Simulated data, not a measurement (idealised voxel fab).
process module | voxel capacitor over wiring
cross-section cut | 215 nm wide | cells 5 nm
A cross-section is a grid of square cells, given in bands from the top down. A band is one or more rows of cells.
Each band's line starts with the height of the band's top and of its bottom, in nm. Then come its materials from left to right, each with its width in nm. One material with "throughout" fills the band from edge to edge. "air" is empty space.
Height 0 is the level under which the wafer as received is all one material. The lowest band goes on downwards, as in "0 down".
A width such as "30 to 40" changes by the same amount from each row of cells to the next, from the band's top row to its bottom row.
"no change" after a step means that no cell of the cross-section changed.
closed voids: empty space of 8 cells or more with no open way to the top, each as width x height at its distance from the left edge, in nm
after a step's settings: what the simulator itself notes on the step
overlay nm, on a step with a mask: how far to the right of its planned place the mask lay; to the left if negative
plan
1 op RECEIVE | material Si
2 op CONFORMAL_DEP | material SiO2 | thk nm 15
3 op DIRECTIONAL_DEP | material TiN | thk nm 5
4 op DIRECTIONAL_DEP | material W | thk nm 15
5 op DIRECTIONAL_DEP | material aC | thk nm 15
6 op PATTERN | tone cover | mask id METAL_1 | material resist | width nm 20 | pitch nm 70 | thk nm 35 | overlay nm 0
7 op DIRECTIONAL_ETCH | etch materials aC | depth nm 15
8 op STRIP | etch materials resist
9 op DIRECTIONAL_ETCH | etch materials W | depth nm 15
10 op DIRECTIONAL_ETCH | etch materials TiN | depth nm 5
11 op STRIP | etch materials aC
12 op CONFORMAL_DEP | material SiN | thk nm 5
13 op FILL_DEP | material lowk | thk nm 10
14 op CMP | height nm 35
15 op CONFORMAL_DEP | material SiCN | thk nm 5
16 op DIRECTIONAL_DEP | material lowk | thk nm 20
17 op MASKED_ETCH | tone open | mask id PLUG_1 | width nm 15 | etch materials lowk | depth nm 20 | overlay nm 0
18 op MASKED_ETCH | tone open | mask id PLUG_1 | width nm 15 | etch materials SiCN | depth nm 5 | overlay nm 0
19 op CONFORMAL_DEP | material TiN | thk nm 5
20 op FILL_DEP | material Cu | thk nm 10
21 op CMP | height nm 60
22 op DIRECTIONAL_DEP | material TiN | thk nm 10
23 op DIRECTIONAL_DEP | material HfO2 | thk nm 5
24 op DIRECTIONAL_DEP | material TiN | thk nm 10
25 op PATTERN | tone cover | mask id UPPER_PLATE | material resist | width nm 55 | thk nm 15 | overlay nm 0
26 op DIRECTIONAL_ETCH | etch materials TiN | depth nm 10
27 op DIRECTIONAL_ETCH | etch materials HfO2 | depth nm 5
28 op STRIP | etch materials resist
29 op PATTERN | tone cover | mask id LOWER_PLATE | material resist | width nm 65 | thk nm 20 | overlay nm 0
30 op DIRECTIONAL_ETCH | etch materials TiN | depth nm 10
31 op STRIP | etch materials resist
32 op FILL_DEP | material SiO2 | thk nm 20
33 op CMP | height nm 100
34 op MASKED_ETCH | tone open | mask id PLUG_2 | width nm 15 | etch materials SiO2 | depth nm 15 | overlay nm 0
35 op CONFORMAL_DEP | material TiN | thk nm 5
36 op FILL_DEP | material Cu | thk nm 10
37 op CMP | height nm 100
38 op CONFORMAL_DEP | material SiN | thk nm 5
as received, after step 1
  0 down: Si throughout
  closed voids: none
a wafer at the end: this start, this plan, one mistake
  105 to 100: SiN throughout
  100 to 90: SiO2 75 | TiN 5 | Cu 5 | TiN 5 | SiO2 125
  90 to 85: SiO2 75 | TiN 15 | SiO2 125
  85 to 75: SiO2 65 | TiN 55 | SiO2 95
  75 to 70: SiO2 65 | HfO2 55 | SiO2 95
  70 to 60: SiO2 60 | TiN 65 | SiO2 90
  60 to 45: Cu 60 | TiN 5 | lowk 15 | TiN 5 | Cu 130
  45 to 40: TiN 65 | lowk 15 | TiN 135
  40 to 35: SiCN throughout
  35 to 20: lowk 55 | SiN 5 | W 20 | SiN 5 | lowk 40 | SiN 5 | W 20 | SiN 5 | lowk 60
  20 to 15: SiN 60 | TiN 20 | SiN 50 | TiN 20 | SiN 65
  15 to 0: SiO2 throughout
  0 down: Si throughout
  closed voids: none
what went wrong: step 17 ran as: op MASKED_ETCH | tone cover | mask id PLUG_1 | width nm 15 | etch materials lowk | depth nm 20 | overlay nm 0
